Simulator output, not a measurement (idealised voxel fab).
Process module in this document: voxel gate over fins
Section cut is 200 nm wide and gridded with 5 nm square cells.
Throughout this document, each cross-section is represented as a grid of square cells and is presented as a sequence of bands enumerated from the top downward, where a band comprises one or more rows of cells. What a band's entry tells you: where the top is and where the bottom is, as heights in nm, and after that what lies inside, material by material from left to right, each with its width in nm. Empty space is written as the word "empty", and a single material marked with the word "throughout" occupies the band from edge to edge. It should be noted that heights are counted from 0, beneath which the wafer as supplied is of one material throughout, and that the lowest band possesses no lower boundary but continues downward, as written in "0..down". Per-row width for "30->40": begins at first number (top row of band), ends at second number (bottom row), increment between rows held constant. "identical to before" means the step left every cell of the cross-section as it was. The label "Sealed-off cavities" introduces a list of the empty spaces, 8 cells or larger, that have no open way up to the top; each entry in it reads width x height at distance, where the distance is taken from the left edge and all three are stated in nm. If you see something after the settings on a step's line, that's the simulator's own remark about that step. A step's line can hold "overlay nm"; with a mask on that step, the setting says how far right of the planned place the mask lay, while a negative setting says it lay to the left.

**List of planned process steps**
1 RECEIVE with material Si
2 CONFORMAL_DEP with material SiN, thk nm 10
3 DIRECTIONAL_DEP with material aC, thk nm 15
4 PATTERN with tone cover, mask id FINS, material resist, width nm 15, pitch nm 40, thk nm 35, overlay nm 0
5 DIRECTIONAL_ETCH with etch materials aC, depth nm 15
6 STRIP with etch materials resist
7 DIRECTIONAL_ETCH with etch materials SiN, depth nm 10
8 DIRECTIONAL_ETCH with etch materials Si, depth nm 35
9 STRIP with etch materials aC
10 OXIDIZE with depth nm 5
11 FILL_DEP with material SiO2, thk nm 15
12 CMP with height nm 10
13 SELECTIVE_ETCH with etch materials SiO2, depth nm 25
14 STRIP with etch materials SiN
15 CONFORMAL_DEP with material HfO2, thk nm 5
16 CONFORMAL_DEP with material TiN, thk nm 5
17 CONFORMAL_DEP with material TiAl, thk nm 5
18 CONFORMAL_DEP with material TiN, thk nm 5
19 FILL_DEP with material W, thk nm 10
20 CMP with height nm 25
21 CONFORMAL_DEP with material SiCN, thk nm 5

**First wafer of two (run as planned)**

**Cross-section of the wafer at receipt, which is the condition after step 1**
- 0..down | Si throughout
- Sealed-off cavities: none

**Cross-section of the wafer after step 2**
- 10..0 | SiN throughout
- Heights below 0 show no change.

**Cross-section of the wafer after step 3**
- 25..10 | aC throughout
- Heights below 10 show no change.

**Cross-section of the wafer after step 4**
- 60..25 | 50 empty | 15 resist | 25 empty | 15 resist | 25 empty | 15 resist | 55 empty
- Heights below 25 show no change.

**Cross-section of the wafer after step 5**
- 45..25 | 50 empty | 15 resist | 25 empty | 15 resist | 25 empty | 15 resist | 55 empty
- 25..10 | 50 empty | 15 aC | 25 empty | 15 aC | 25 empty | 15 aC | 55 empty
- Heights below 10 show no change.

**Cross-section of the wafer after step 6**
- 25..10 | 50 empty | 15 aC | 25 empty | 15 aC | 25 empty | 15 aC | 55 empty
- Heights below 10 show no change.

**Cross-section of the wafer after step 7**
- 25..10 | 50 empty | 15 aC | 25 empty | 15 aC | 25 empty | 15 aC | 55 empty
- 10..0 | 50 empty | 15 SiN | 25 empty | 15 SiN | 25 empty | 15 SiN | 55 empty
- Heights below 0 show no change.

**Cross-section of the wafer after step 8**
- 25..10 | 50 empty | 15 aC | 25 empty | 15 aC | 25 empty | 15 aC | 55 empty
- 10..0 | 50 empty | 15 SiN | 25 empty | 15 SiN | 25 empty | 15 SiN | 55 empty
- 0..-35 | 50 empty | 15 Si | 25 empty | 15 Si | 25 empty | 15 Si | 55 empty
- Heights below -35 show no change.

**Cross-section of the wafer after step 9**
- 10..0 | 50 empty | 15 SiN | 25 empty | 15 SiN | 25 empty | 15 SiN | 55 empty
- Heights below 0 show no change.

**Cross-section of the wafer after step 10**
- 10..0 | 50 empty | 15 SiN | 25 empty | 15 SiN | 25 empty | 15 SiN | 55 empty
- 0..-35 | 50 empty | 5 SiO2 | 5 Si | 5 SiO2 | 25 empty | 5 SiO2 | 5 Si | 5 SiO2 | 25 empty | 5 SiO2 | 5 Si | 5 SiO2 | 55 empty
- -35..-40 | 55 SiO2 | 5 Si | 35 SiO2 | 5 Si | 35 SiO2 | 5 Si | 60 SiO2
- Heights below -40 show no change.

**Cross-section of the wafer after step 11**
- 25..10 | SiO2 throughout
- 10..0 | 50 SiO2 | 15 SiN | 25 SiO2 | 15 SiN | 25 SiO2 | 15 SiN | 55 SiO2
- 0..-40 | 55 SiO2 | 5 Si | 35 SiO2 | 5 Si | 35 SiO2 | 5 Si | 60 SiO2
- Heights below -40 show no change.

**Cross-section of the wafer after step 12**
- 10..0 | 50 SiO2 | 15 SiN | 25 SiO2 | 15 SiN | 25 SiO2 | 15 SiN | 55 SiO2
- Heights below 0 show no change.

**Cross-section of the wafer after step 13**
- 10..0 | 50 empty | 15 SiN | 25 empty | 15 SiN | 25 empty | 15 SiN | 55 empty
- 0..-15 | 55 empty | 5 Si | 35 empty | 5 Si | 35 empty | 5 Si | 60 empty
- Heights below -15 show no change.

**Cross-section of the wafer after step 14**
- 0..-15 | 55 empty | 5 Si | 35 empty | 5 Si | 35 empty | 5 Si | 60 empty
- Heights below -15 show no change.

**Cross-section of the wafer after step 15**
- 5..0 | 50 empty | 15 HfO2 | 25 empty | 15 HfO2 | 25 empty | 15 HfO2 | 55 empty
- 0..-10 | 50 empty | 5 HfO2 | 5 Si | 5 HfO2 | 25 empty | 5 HfO2 | 5 Si | 5 HfO2 | 25 empty | 5 HfO2 | 5 Si | 5 HfO2 | 55 empty
- -10..-15 | 55 HfO2 | 5 Si | 35 HfO2 | 5 Si | 35 HfO2 | 5 Si | 60 HfO2
- Heights below -15 show no change.

**Cross-section of the wafer after step 16**
- 10..5 | 45 empty | 25 TiN | 15 empty | 25 TiN | 15 empty | 25 TiN | 50 empty
- 5..0 | 45 empty | 5 TiN | 15 HfO2 | 5 TiN | 15 empty | 5 TiN | 15 HfO2 | 5 TiN | 15 empty | 5 TiN | 15 HfO2 | 5 TiN | 50 empty
- 0..-5 | 45 empty | 5 TiN | 5 HfO2 | 5 Si | 5 HfO2 | 5 TiN | 15 empty | 5 TiN | 5 HfO2 | 5 Si | 5 HfO2 | 5 TiN | 15 empty | 5 TiN | 5 HfO2 | 5 Si | 5 HfO2 | 5 TiN | 50 empty
- -5..-10 | 50 TiN | 5 HfO2 | 5 Si | 5 HfO2 | 25 TiN | 5 HfO2 | 5 Si | 5 HfO2 | 25 TiN | 5 HfO2 | 5 Si | 5 HfO2 | 55 TiN
- Heights below -10 show no change.

**Cross-section of the wafer after step 17**
- 15..10 | 40 empty | 35 TiAl | 5 empty | 35 TiAl | 5 empty | 35 TiAl | 45 empty
- 10..5 | 40 empty | 5 TiAl | 25 TiN | 5 TiAl | 5 empty | 5 TiAl | 25 TiN | 5 TiAl | 5 empty | 5 TiAl | 25 TiN | 5 TiAl | 45 empty
- 5..0 | 40 empty | 5 TiAl | 5 TiN | 15 HfO2 | 5 TiN | 5 TiAl | 5 empty | 5 TiAl | 5 TiN | 15 HfO2 | 5 TiN | 5 TiAl | 5 empty | 5 TiAl | 5 TiN | 15 HfO2 | 5 TiN | 5 TiAl | 45 empty
- 0..-5 | 45 TiAl | 5 TiN | 5 HfO2 | 5 Si | 5 HfO2 | 5 TiN | 15 TiAl | 5 TiN | 5 HfO2 | 5 Si | 5 HfO2 | 5 TiN | 15 TiAl | 5 TiN | 5 HfO2 | 5 Si | 5 HfO2 | 5 TiN | 50 TiAl
- Heights below -5 show no change.

**Cross-section of the wafer after step 18**
- 20..15 | 35 empty | 125 TiN | 40 empty
- 15..10 | 35 empty | 5 TiN | 35 TiAl | 5 TiN | 35 TiAl | 5 TiN | 35 TiAl | 5 TiN | 40 empty
- 10..5 | 35 empty | 5 TiN | 5 TiAl | 25 TiN | 5 TiAl | 5 TiN | 5 TiAl | 25 TiN | 5 TiAl | 5 TiN | 5 TiAl | 25 TiN | 5 TiAl | 5 TiN | 40 empty
- 5..0 | 40 TiN | 5 TiAl | 5 TiN | 15 HfO2 | 5 TiN | 5 TiAl | 5 TiN | 5 TiAl | 5 TiN | 15 HfO2 | 5 TiN | 5 TiAl | 5 TiN | 5 TiAl | 5 TiN | 15 HfO2 | 5 TiN | 5 TiAl | 45 TiN
- Heights below 0 show no change.

**Cross-section of the wafer after step 19**
- 30..20 | W throughout
- 20..15 | 35 W | 125 TiN | 40 W
- 15..10 | 35 W | 5 TiN | 35 TiAl | 5 TiN | 35 TiAl | 5 TiN | 35 TiAl | 5 TiN | 40 W
- 10..5 | 35 W | 5 TiN | 5 TiAl | 25 TiN | 5 TiAl | 5 TiN | 5 TiAl | 25 TiN | 5 TiAl | 5 TiN | 5 TiAl | 25 TiN | 5 TiAl | 5 TiN | 40 W
- Heights below 5 show no change.

**Cross-section of the wafer after step 20**
- 25..20 | W throughout
- Heights below 20 show no change.

**Cross-section of the wafer after step 21**
- 30..25 | SiCN throughout
- Heights below 25 show no change.

**Second of two: same start, same plan, one run error; steps up to and including 15 match the first**

Second wafer, cut view, end of step 16 per plan: identical to before

**Second wafer, cut view, end of step 17 per plan**
- 10..5 | 45 empty | 25 TiAl | 15 empty | 25 TiAl | 15 empty | 25 TiAl | 50 empty
- 5..0 | 45 empty | 5 TiAl | 15 HfO2 | 5 TiAl | 15 empty | 5 TiAl | 15 HfO2 | 5 TiAl | 15 empty | 5 TiAl | 15 HfO2 | 5 TiAl | 50 empty
- 0..-5 | 45 empty | 5 TiAl | 5 HfO2 | 5 Si | 5 HfO2 | 5 TiAl | 15 empty | 5 TiAl | 5 HfO2 | 5 Si | 5 HfO2 | 5 TiAl | 15 empty | 5 TiAl | 5 HfO2 | 5 Si | 5 HfO2 | 5 TiAl | 50 empty
- -5..-10 | 50 TiAl | 5 HfO2 | 5 Si | 5 HfO2 | 25 TiAl | 5 HfO2 | 5 Si | 5 HfO2 | 25 TiAl | 5 HfO2 | 5 Si | 5 HfO2 | 55 TiAl
- Heights below -10 show no change.

**Second wafer, cut view, end of step 18 per plan**
- 15..10 | 40 empty | 35 TiN | 5 empty | 35 TiN | 5 empty | 35 TiN | 45 empty
- 10..5 | 40 empty | 5 TiN | 25 TiAl | 5 TiN | 5 empty | 5 TiN | 25 TiAl | 5 TiN | 5 empty | 5 TiN | 25 TiAl | 5 TiN | 45 empty
- 5..0 | 40 empty | 5 TiN | 5 TiAl | 15 HfO2 | 5 TiAl | 5 TiN | 5 empty | 5 TiN | 5 TiAl | 15 HfO2 | 5 TiAl | 5 TiN | 5 empty | 5 TiN | 5 TiAl | 15 HfO2 | 5 TiAl | 5 TiN | 45 empty
- 0..-5 | 45 TiN | 5 TiAl | 5 HfO2 | 5 Si | 5 HfO2 | 5 TiAl | 15 TiN | 5 TiAl | 5 HfO2 | 5 Si | 5 HfO2 | 5 TiAl | 15 TiN | 5 TiAl | 5 HfO2 | 5 Si | 5 HfO2 | 5 TiAl | 50 TiN
- Heights below -5 show no change.

**Second wafer, cut view, end of step 19 per plan**
- 25..15 | W throughout
- 15..10 | 40 W | 35 TiN | 5 W | 35 TiN | 5 W | 35 TiN | 45 W
- 10..5 | 40 W | 5 TiN | 25 TiAl | 5 TiN | 5 W | 5 TiN | 25 TiAl | 5 TiN | 5 W | 5 TiN | 25 TiAl | 5 TiN | 45 W
- 5..0 | 40 W | 5 TiN | 5 TiAl | 15 HfO2 | 5 TiAl | 5 TiN | 5 W | 5 TiN | 5 TiAl | 15 HfO2 | 5 TiAl | 5 TiN | 5 W | 5 TiN | 5 TiAl | 15 HfO2 | 5 TiAl | 5 TiN | 45 W
- Heights below 0 show no change.

Second wafer, cut view, end of step 20 per plan: identical to before

**Second wafer, cut view, end of step 21 per plan**
- 30..25 | SiCN throughout
- Heights below 25 show no change.
Diagnosis: step 16 of the plan: omitted, not performed
Bottom line after processing is that, in cells, the second wafer is up or down on some materials versus the first: 52 fewer of TiN, 52 more of W
